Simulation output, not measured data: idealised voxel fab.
The process module that follows is named voxel capacitor over wiring.
FYI the section here is cut, 240 nm wide, cells are 5 nm squares.
Notation: cross-section as square-cell grid; stated in bands, top first, going down; one or more cell rows per band.
Basically the band line says how high the top is and how high the bottom is, in nm, and then what's in it from left to right, every material with its width in nm. Empty space shows up as "air", and if a single material carries "all across" it runs the full band edge to edge.
Heights are expressed relative to 0, this being the level below which the as-received wafer comprises one material exclusively. The lowest band is unbounded in the downward direction and is denoted as in "z 0 and below".
The two numbers in a width such as "30..40" mark its ends across the band: the first belongs to the top row of cells, the second to the bottom row, and from each row to the next the width moves by the same amount.
For the purposes of this document, the phrase "nothing different" attached to a step denotes that no cell within the cross-section was modified by that step.
This entry, "Enclosed internal cavities", enumerates those empty regions of no fewer than 8 cells that possess no open connection to the top. Each region is reported in the form width x height at distance, the distance being taken from the left edge, with all three quantities expressed in nm.
Post-settings text on a step line: simulator's own remark regarding the step.
When a step includes a mask, the "overlay nm" setting on its line states how far to the right of its planned place that mask lay, and negative values state how far to the left.

INTENDED PROCESS STEPS
| 1 | RECEIVE with material Si |
| 2 | CONFORMAL_DEP with material SiO2, thk nm 10 |
| 3 | CONFORMAL_DEP with material SiCN, thk nm 5 |
| 4 | DIRECTIONAL_DEP with material lowk, thk nm 15 |
| 5 | MASKED_ETCH with tone open, mask id METAL_1, width nm 20, pitch nm 85, etch materials lowk, depth nm 15, overlay nm 0 |
| 6 | MASKED_ETCH with tone open, mask id METAL_1, width nm 20, pitch nm 85, etch materials SiCN, depth nm 5, overlay nm 0 |
| 7 | CONFORMAL_DEP with material TiN, thk nm 5 |
| 8 | FILL_DEP with material Cu, thk nm 10 |
| 9 | CMP with height nm 30 |
| 10 | EPI with material Ru, thk nm 5 |
| 11 | FILL_DEP with material SiCN, thk nm 5 |
| 12 | DIRECTIONAL_DEP with material SiO2, thk nm 10 |
| 13 | MASKED_ETCH with tone open, mask id PLUG_1, width nm 15, etch materials SiO2, depth nm 10, overlay nm 0 |
| 14 | MASKED_ETCH with tone open, mask id PLUG_1, width nm 15, etch materials SiCN, depth nm 5, overlay nm 0 |
| 15 | CONFORMAL_DEP with material TiN, thk nm 5 |
| 16 | FILL_DEP with material Ru, thk nm 10 |
| 17 | CMP with height nm 50 |
| 18 | DIRECTIONAL_DEP with material TiN, thk nm 5 |
| 19 | DIRECTIONAL_DEP with material Al2O3, thk nm 5 |
| 20 | DIRECTIONAL_DEP with material TiN, thk nm 5 |
| 21 | PATTERN with tone cover, mask id UPPER_PLATE, material resist, width nm 70, thk nm 20, overlay nm 0 |
| 22 | DIRECTIONAL_ETCH with etch materials TiN, depth nm 5 |
| 23 | DIRECTIONAL_ETCH with etch materials Al2O3, depth nm 5 |
| 24 | STRIP with etch materials resist |
| 25 | MASKED_ETCH with tone cover, mask id LOWER_PLATE, width nm 80, etch materials TiN, depth nm 5, overlay nm 0 |
| 26 | FILL_DEP with material SiO2, thk nm 20 |
| 27 | CMP with height nm 80 |
| 28 | PATTERN with tone open, mask id PLUG_2, material resist, width nm 15, thk nm 20, overlay nm 0 |
| 29 | DIRECTIONAL_ETCH with etch materials SiO2, depth nm 15 |
| 30 | STRIP with etch materials resist |
| 31 | CONFORMAL_DEP with material TiN, thk nm 5 |
| 32 | FILL_DEP with material Ru, thk nm 5 |
| 33 | CMP with height nm 80 |
| 34 | CONFORMAL_DEP with material SiN, thk nm 5 |

WAFER AT RECEIPT (POST STEP 1), CROSS-SECTION
	z 0 and below = Si all across
	Enclosed internal cavities: none

CROSS-SECTION, END OF MODULE. START: AS ABOVE. PLAN: AS ABOVE. EXECUTION: ONE MISTAKE
	z 85 to 80 = SiN all across
	z 80 to 70 = 80 of SiO2; 5 of TiN; 5 of Ru; 5 of TiN; 145 of SiO2
	z 70 to 60 = 80..70 of SiO2; 15..70 of TiN; 145..100 of SiO2
	z 60 to 55 = 70 of SiO2; 70 of Al2O3; 100 of SiO2
	z 55 to 50 = 65 of SiO2; 80 of TiN; 95 of SiO2
	z 50 to 45 = 55 of Ru; 20 of TiN; 5 of Ru; 15 of TiN; 45 of Ru; 40 of TiN; 60 of Ru
	z 45 to 40 = 60 of TiN; 10 of SiO2; 5 of TiN; 5 of Ru; 5 of TiN; 5 of SiO2; 55 of TiN; 30 of SiO2; 65 of TiN
	z 40 to 35 = 70 of SiO2; 15 of TiN; 155 of SiO2
	z 35 to 30 = 60 of SiO2; 30 of Ru; 55 of SiO2; 30 of Ru; 65 of SiO2
	z 30 to 15 = 65 of lowk; 5 of TiN; 10 of Cu; 5 of TiN; 65 of lowk; 5 of TiN; 10 of Cu; 5 of TiN; 70 of lowk
	z 15 to 10 = 65 of SiCN; 20 of TiN; 65 of SiCN; 20 of TiN; 70 of SiCN
	z 10 to 0 = SiO2 all across
	z 0 and below = Si all across
	Enclosed internal cavities: none
Deviation noted in wafer processing: skipped: plan step 11 (never run)
